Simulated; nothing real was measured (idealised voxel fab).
The following is a process module called voxel ribs on slabs.
cross-section cut | 150 nm wide | cells 5 nm
Bands, listed from the top down, are how a cross-section gets written in this document; the cross-section itself is a grid of square cells, and a band is one or more rows of them. Top height, bottom height, nm. Materials left to right, width each, nm. Single material + "full width" = fills band edge to edge. "empty" = empty. Heights are expressed relative to 0, this being the level below which the as-received wafer comprises one material exclusively. The lowest band is unbounded in the downward direction and is denoted as in "0..down". Quick explanation for "30..40": the width changes in equal steps down the rows of cells, from the first number in the band's top row to the second number in its bottom row. Step marked "all unchanged"? Then no cell in the cross-section changed in it. The entry "Enclosed internal voids" lists the empty spaces that cover at least 8 cells and have no open path to the top. Each is written as width x height at distance, where the distance is measured from the left edge and all three values are in nm. On a step's line, text after the settings is the simulator commenting on that step. The setting "overlay nm" may be written on the line of a step. When the step uses a mask, the value reports how far to the right of the planned place the mask lay, and a negative value reports that it lay to the left.
## Planned step list for the process
- 1: RECEIVE | material Si
- 2: DIRECTIONAL_DEP | material SiO2 | thk nm 30
- 3: DIRECTIONAL_DEP | material polySi | thk nm 20
- 4: DIRECTIONAL_DEP | material aC | thk nm 15
- 5: PATTERN | tone cover | mask id RIB | material resist | width nm 30 | thk nm 30 | overlay nm 0
- 6: DIRECTIONAL_ETCH | etch materials aC | depth nm 15
- 7: STRIP | etch materials resist
- 8: DIRECTIONAL_ETCH | etch materials polySi | depth nm 15
- 9: STRIP | etch materials aC
- 10: DIRECTIONAL_DEP | material aC | thk nm 10
- 11: PATTERN | tone cover | mask id SLAB | material resist | width nm 90 | thk nm 25 | overlay nm 0
- 12: DIRECTIONAL_ETCH | etch materials aC | depth nm 10
- 13: STRIP | etch materials resist
- 14: DIRECTIONAL_ETCH | etch materials polySi | depth nm 5
- 15: STRIP | etch materials aC
- 16: FILL_DEP | material SiO2 | thk nm 25
- 17: CMP | height nm 65
- 18: DIRECTIONAL_DEP | material W | thk nm 5
- 19: PATTERN | tone cover | mask id HEATER | material resist | width nm 40 | thk nm 15 | overlay nm 0
- 20: DIRECTIONAL_ETCH | etch materials W | depth nm 5
- 21: STRIP | etch materials resist
- 22: CONFORMAL_DEP | material SiN | thk nm 10
## Account of the first of two wafers, which was processed as intended
## Cross-section of the wafer upon arrival, representing the state reached after step 1
  0..down | Si full width
  Enclosed internal voids: none
## Take a look at the wafer's cross-section after step 2
  30..0 | SiO2 full width
  No changes below 0.
## Take a look at the wafer's cross-section after step 3
  50..30 | polySi full width
  No changes below 30.
## Take a look at the wafer's cross-section after step 4
  65..50 | aC full width
  No changes below 50.
## Take a look at the wafer's cross-section after step 5
  95..65 | empty (60)  resist (30)  empty (60)
  No changes below 65.
## Take a look at the wafer's cross-section after step 6
  80..65 | empty (60)  resist (30)  empty (60)
  65..50 | empty (60)  aC (30)  empty (60)
  No changes below 50.
## Take a look at the wafer's cross-section after step 7
  65..50 | empty (60)  aC (30)  empty (60)
  No changes below 50.
## Take a look at the wafer's cross-section after step 8
  65..50 | empty (60)  aC (30)  empty (60)
  50..35 | empty (60)  polySi (30)  empty (60)
  No changes below 35.
## Take a look at the wafer's cross-section after step 9
  50..35 | empty (60)  polySi (30)  empty (60)
  No changes below 35.
## Take a look at the wafer's cross-section after step 10
  60..50 | empty (60)  aC (30)  empty (60)
  50..45 | empty (60)  polySi (30)  empty (60)
  45..35 | aC (60)  polySi (30)  aC (60)
  No changes below 35.
## Take a look at the wafer's cross-section after step 11
  85..60 | empty (30)  resist (90)  empty (30)
  60..50 | empty (30)  resist (30)  aC (30)  resist (30)  empty (30)
  50..45 | empty (30)  resist (30)  polySi (30)  resist (30)  empty (30)
  No changes below 45.
## Take a look at the wafer's cross-section after step 12
  75..60 | empty (30)  resist (90)  empty (30)
  60..50 | empty (30)  resist (30)  aC (30)  resist (30)  empty (30)
  50..45 | empty (30)  resist (30)  polySi (30)  resist (30)  empty (30)
  45..35 | empty (30)  aC (30)  polySi (30)  aC (30)  empty (30)
  No changes below 35.
## Take a look at the wafer's cross-section after step 13
  60..50 | empty (60)  aC (30)  empty (60)
  50..45 | empty (60)  polySi (30)  empty (60)
  No changes below 45.
## Take a look at the wafer's cross-section after step 14
  60..50 | empty (60)  aC (30)  empty (60)
  50..45 | empty (60)  polySi (30)  empty (60)
  45..35 | empty (30)  aC (30)  polySi (30)  aC (30)  empty (30)
  35..30 | empty (30)  polySi (90)  empty (30)
  No changes below 30.
## Take a look at the wafer's cross-section after step 15
  50..35 | empty (60)  polySi (30)  empty (60)
  No changes below 35.
## Take a look at the wafer's cross-section after step 16
  75..50 | SiO2 full width
  50..35 | SiO2 (60)  polySi (30)  SiO2 (60)
  35..30 | SiO2 (30)  polySi (90)  SiO2 (30)
  No changes below 30.
## Take a look at the wafer's cross-section after step 17
  65..50 | SiO2 full width
  No changes below 50.
## Take a look at the wafer's cross-section after step 18
  70..65 | W full width
  No changes below 65.
## Take a look at the wafer's cross-section after step 19
  85..70 | empty (55)  resist (40)  empty (55)
  No changes below 70.
## Take a look at the wafer's cross-section after step 20
  85..70 | empty (55)  resist (40)  empty (55)
  70..65 | empty (55)  W (40)  empty (55)
  No changes below 65.
## Take a look at the wafer's cross-section after step 21
  70..65 | empty (55)  W (40)  empty (55)
  No changes below 65.
## Take a look at the wafer's cross-section after step 22
  80..75 | empty (45)  SiN (60)  empty (45)
  75..70 | SiN full width
  70..65 | SiN (55)  W (40)  SiN (55)
  No changes below 65.
## Okay, second wafer. Nothing different at the start, nothing different in the plan, just one mistake somewhere in the running. As far as step 18, counting that step, it's the first wafer all over again
## Planned end of step 19: second wafer, cross-section
  85..70 | empty (60)  resist (40)  empty (50)
  No changes below 70.
## Planned end of step 20: second wafer, cross-section
  85..70 | empty (60)  resist (40)  empty (50)
  70..65 | empty (60)  W (40)  empty (50)
  No changes below 65.
## Planned end of step 21: second wafer, cross-section
  70..65 | empty (60)  W (40)  empty (50)
  No changes below 65.
## Planned end of step 22: second wafer, cross-section
  80..75 | empty (50)  SiN (60)  empty (40)
  75..70 | SiN full width
  70..65 | SiN (60)  W (40)  SiN (50)
  No changes below 65.
Processing error: step 19 ran with different settings than intended, the actual operation and settings being PATTERN | tone cover | mask id HEATER | material resist | width nm 40 | thk nm 15 | overlay nm 5
At the end, the second wafer has the same number of cells of each material as the first, but those cells sit in other places.
